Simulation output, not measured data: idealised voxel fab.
Name of the process module below: voxel double patterning
We display cut, a cross-section 160 nm in width whose square cells are each 5 nm.
Bands, listed from the top down, are how a cross-section gets written in this document; the cross-section itself is a grid of square cells, and a band is one or more rows of them. Each band's line starts with the height of the band's top and of its bottom, in nm. Then come its materials from left to right, each with its width in nm. One material with "full width" fills the band from edge to edge. "air" is empty space. Note: height 0 marks the level under which the wafer is uniformly one material as received. Lowest band unbounded below, written "top 0, no bottom". The width entry "30 to 40" should be interpreted row by row: the top row of cells in the band takes the first number, the bottom row takes the second number, and the change between adjacent rows is uniform throughout. Step marked "left unchanged"? Then no cell in the cross-section changed in it. "Tabulated closed voids": sealed empty spaces, 8 cells or more, no open way to top, listed width x height at distance, with distance from the left edge and width, height and distance in nm. Text after the settings on a step's line: the simulator's own remark on that step. overlay nm: mask right of planned place by this much (step with mask). Neg. = left.

**Listed below are the process steps as planned**
1,RECEIVE,material Si
2,CONFORMAL_DEP,material SiN,thk nm 5
3,DIRECTIONAL_DEP,material SiO2,thk nm 20
4,DIRECTIONAL_DEP,material SiCN,thk nm 5
5,DIRECTIONAL_DEP,material aC,thk nm 15
6,PATTERN,tone open,mask id FIRST,material resist,width nm 15,pitch nm 50,thk nm 30,overlay nm -15
7,DIRECTIONAL_ETCH,etch materials aC,depth nm 15
8,STRIP,etch materials resist
9,DIRECTIONAL_ETCH,etch materials SiCN,depth nm 5
10,STRIP,etch materials aC
11,DIRECTIONAL_DEP,material aC,thk nm 10
12,PATTERN,tone open,mask id SECOND,material resist,width nm 15,thk nm 25,overlay nm 0
13,DIRECTIONAL_ETCH,etch materials aC,depth nm 10
14,STRIP,etch materials resist
15,DIRECTIONAL_ETCH,etch materials SiCN,depth nm 5
16,STRIP,etch materials aC
17,DIRECTIONAL_ETCH,etch materials SiO2,depth nm 20
18,STRIP,etch materials SiCN
For clarity, it should be stated that the wafers under discussion commence in an identical condition and differ with respect to the overlay nm of step 6, the plan indicating the value that the first wafer had.

**Step 1 complete: as-received cross-section of the first of several wafers**
> top 0, no bottom = Si full width
> Tabulated closed voids: none

**Basically each wafer gets a line in the table, showing it at the end of the module: material by material, the cells it gained (+) or lost (-) since we got it, then its closed voids**
overlay nm -15, +32 SiN, +96 SiO2, Tabulated closed voids: none
overlay nm -10, +32 SiN, +92 SiO2, Tabulated closed voids: none
overlay nm -5, +32 SiN, +92 SiO2, Tabulated closed voids: none
overlay nm 0, +32 SiN, +92 SiO2, Tabulated closed voids: none
overlay nm 5, +32 SiN, +92 SiO2, Tabulated closed voids: none
overlay nm 10, +32 SiN, +92 SiO2, Tabulated closed voids: none
overlay nm 15, +32 SiN, +96 SiO2, Tabulated closed voids: none
